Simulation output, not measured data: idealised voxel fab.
process module | voxel transistor to metal
cross-section cut | 205 nm wide | cells 5 nm
A cross-section is a grid of square cells, given in bands from the top down. A band is one or more rows of cells.
Each band's line starts with the height of the band's top and of its bottom, in nm. Then come its materials from left to right, each with its width in nm. One material with "throughout" fills the band from edge to edge. "air" is empty space.
Height 0 is the level under which the wafer as received is all one material. The lowest band goes on downwards, as in "0 down".
A width such as "30 to 40" changes by the same amount from each row of cells to the next, from the band's top row to its bottom row.
"no change" after a step means that no cell of the cross-section changed.
closed voids: empty space of 8 cells or more with no open way to the top, each as width x height at its distance from the left edge, in nm
after a step's settings: what the simulator itself notes on the step
overlay nm, on a step with a mask: how far to the right of its planned place the mask lay; to the left if negative
plan
1 op RECEIVE | material Si
2 op OXIDIZE | depth nm 5
3 op CONFORMAL_DEP | material SiN | thk nm 15
4 op PATTERN | tone cover | mask id ACTIVE | material resist | width nm 105 | thk nm 20 | overlay nm 0
5 op DIRECTIONAL_ETCH | etch materials SiN | depth nm 15
6 op DIRECTIONAL_ETCH | etch materials SiO2 | depth nm 5
7 op DIRECTIONAL_ETCH | etch materials Si | depth nm 35
8 op STRIP | etch materials resist
9 op FILL_DEP | material SiO2 | thk nm 10
10 op CMP | height nm 15
11 op SELECTIVE_ETCH | etch materials SiO2 | depth nm 15
12 op STRIP | etch materials SiN
13 op SELECTIVE_ETCH | etch materials SiO2 | depth nm 5
14 op OXIDIZE | depth nm 5
15 op DIRECTIONAL_DEP | material polySi | thk nm 20
16 op DIRECTIONAL_DEP | material SiCN | thk nm 15
17 op MASKED_ETCH | tone cover | mask id GATE | width nm 35 | etch materials SiCN | depth nm 25 | overlay nm 0
18 op MASKED_ETCH | tone cover | mask id GATE | width nm 35 | etch materials polySi | depth nm 30 | overlay nm 0
19 op CONFORMAL_DEP | material SiN | thk nm 10
20 op DIRECTIONAL_ETCH | etch materials SiN | depth nm 10
21 op DIRECTIONAL_ETCH | etch materials SiO2 | depth nm 5
22 op DIRECTIONAL_ETCH | etch materials Si | depth nm 10
23 op EPI | material SiGe | thk nm 10
24 op FILL_DEP | material SiO2 | thk nm 5
25 op CMP | height nm 15
26 op STRIP | etch materials polySi
27 op SELECTIVE_ETCH | etch materials SiO2 | depth nm 5
28 op CONFORMAL_DEP | material HfO2 | thk nm 5
29 op CONFORMAL_DEP | material TiN | thk nm 5
30 op FILL_DEP | material W | thk nm 5
31 op CMP | height nm 10
32 op DIRECTIONAL_DEP | material SiO2 | thk nm 10
33 op MASKED_ETCH | tone open | mask id CONTACT | width nm 15 | pitch nm 80 | etch materials SiO2 | depth nm 30 | overlay nm 0
34 op CONFORMAL_DEP | material TiN | thk nm 5
35 op FILL_DEP | material W | thk nm 10
36 op CMP | height nm 20
37 op CONFORMAL_DEP | material SiCN | thk nm 5
38 op DIRECTIONAL_DEP | material SiO2 | thk nm 20
39 op DIRECTIONAL_DEP | material aC | thk nm 15
40 op PATTERN | tone open | mask id METAL_1 | material resist | width nm 15 | pitch nm 80 | thk nm 30 | overlay nm 0
41 op DIRECTIONAL_ETCH | etch materials aC | depth nm 15
42 op STRIP | etch materials resist
43 op DIRECTIONAL_ETCH | etch materials SiO2 | depth nm 20
44 op DIRECTIONAL_ETCH | etch materials SiCN | depth nm 5
45 op STRIP | etch materials aC
46 op CONFORMAL_DEP | material TiN | thk nm 5
47 op FILL_DEP | material W | thk nm 5
48 op CMP | height nm 45
49 op EPI | material Ru | thk nm 5
50 op FILL_DEP | material SiCN | thk nm 5
51 op DIRECTIONAL_DEP | material SiO2 | thk nm 25
52 op DIRECTIONAL_DEP | material aC | thk nm 15
53 op PATTERN | tone open | mask id METAL_2 | material resist | width nm 15 | pitch nm 80 | thk nm 35 | overlay nm 0
54 op DIRECTIONAL_ETCH | etch materials aC | depth nm 15
55 op STRIP | etch materials resist
56 op DIRECTIONAL_ETCH | etch materials SiO2 | depth nm 15
57 op STRIP | etch materials aC
58 op PATTERN | tone open | mask id METAL_2_HOLES | material resist | width nm 15 | pitch nm 80 | thk nm 20 | overlay nm 0
59 op DIRECTIONAL_ETCH | etch materials SiO2 | depth nm 10
60 op DIRECTIONAL_ETCH | etch materials SiCN | depth nm 5
61 op STRIP | etch materials resist
62 op CONFORMAL_DEP | material TiN | thk nm 5
63 op FILL_DEP | material Ru | thk nm 5
64 op CMP | height nm 80
65 op CONFORMAL_DEP | material SiCN | thk nm 5
as received, after step 1
  0 down: Si throughout
  closed voids: none
first wafer at the end, as planned
  85 to 80: SiCN throughout
  80 to 55: SiO2 55 | TiN 5 | Ru 5 | TiN 5 | SiO2 65 | TiN 5 | Ru 5 | TiN 5 | SiO2 55
  55 to 50: SiCN 55 | TiN 15 | SiCN 65 | TiN 15 | SiCN 55
  50 to 45: SiCN 50 | Ru 25 | SiCN 55 | Ru 25 | SiCN 50
  45 to 25: SiO2 55 | TiN 5 | W 5 | TiN 5 | SiO2 65 | TiN 5 | W 5 | TiN 5 | SiO2 55
  25 to 20: SiCN 55 | TiN 15 | SiCN 65 | TiN 15 | SiCN 55
  20 to 10: SiO2 55 | TiN 5 | W 5 | TiN 5 | SiO2 65 | TiN 5 | W 5 | TiN 5 | SiO2 55
  10 to 5: SiO2 55 | TiN 5 | W 5 | TiN 5 | SiO2 5 | SiN 10 | HfO2 5 | TiN 5 | W 15 | TiN 5 | HfO2 5 | SiN 10 | SiO2 5 | TiN 5 | W 5 | TiN 5 | SiO2 55
  5 to 0: SiO2 55 | TiN 15 | SiO2 5 | SiN 10 | HfO2 5 | TiN 5 | W 15 | TiN 5 | HfO2 5 | SiN 10 | SiO2 5 | TiN 15 | SiO2 55
  0 to -5: SiO2 55 | TiN 10 | SiGe 10 | SiN 10 | HfO2 5 | TiN 25 | HfO2 5 | SiN 10 | SiGe 10 | TiN 10 | SiO2 55
  -5 to -10: SiO2 55 | TiN 10 | SiGe 10 | SiO2 5 | HfO2 45 | SiO2 5 | SiGe 10 | TiN 10 | SiO2 55
  -10 to -20: SiO2 50 | SiGe 25 | Si 55 | SiGe 25 | SiO2 50
  -20 to -40: SiO2 50 | Si 105 | SiO2 50
  -40 down: Si throughout
  closed voids: none
second wafer at the end: like start, like plan, one mistake
  85 to 80: SiCN throughout
  80 to 55: SiO2 55 | TiN 5 | Ru 5 | TiN 5 | SiO2 65 | TiN 5 | Ru 5 | TiN 5 | SiO2 55
  55 to 50: SiCN 55 | TiN 15 | SiCN 65 | TiN 15 | SiCN 55
  50 to 45: SiCN 50 | Ru 25 | SiCN 55 | Ru 25 | SiCN 50
  45 to 25: SiO2 55 | TiN 5 | W 5 | TiN 5 | SiO2 65 | TiN 5 | W 5 | TiN 5 | SiO2 55
  25 to 20: SiCN 55 | TiN 15 | SiCN 65 | TiN 15 | SiCN 55
  20 to 10: SiO2 55 | TiN 5 | W 5 | TiN 5 | SiO2 65 | TiN 5 | W 5 | TiN 5 | SiO2 55
  10 to 5: SiO2 55 | TiN 5 | W 5 | TiN 5 | SiO2 5 | SiN 10 | TiN 5 | W 25 | TiN 5 | SiN 10 | SiO2 5 | TiN 5 | W 5 | TiN 5 | SiO2 55
  5 to 0: SiO2 55 | TiN 15 | SiO2 5 | SiN 10 | TiN 5 | W 25 | TiN 5 | SiN 10 | SiO2 5 | TiN 15 | SiO2 55
  0 to -5: SiO2 55 | TiN 10 | SiGe 10 | SiN 10 | TiN 5 | W 25 | TiN 5 | SiN 10 | SiGe 10 | TiN 10 | SiO2 55
  -5 to -10: SiO2 55 | TiN 10 | SiGe 10 | SiO2 5 | TiN 45 | SiO2 5 | SiGe 10 | TiN 10 | SiO2 55
  -10 to -20: SiO2 50 | SiGe 25 | Si 55 | SiGe 25 | SiO2 50
  -20 to -40: SiO2 50 | Si 105 | SiO2 50
  -40 down: Si throughout
  closed voids: none
what went wrong: step 28 was left out
at the end the second wafer has, in cells: 15 fewer of HfO2 | 6 more of TiN | 9 more of W
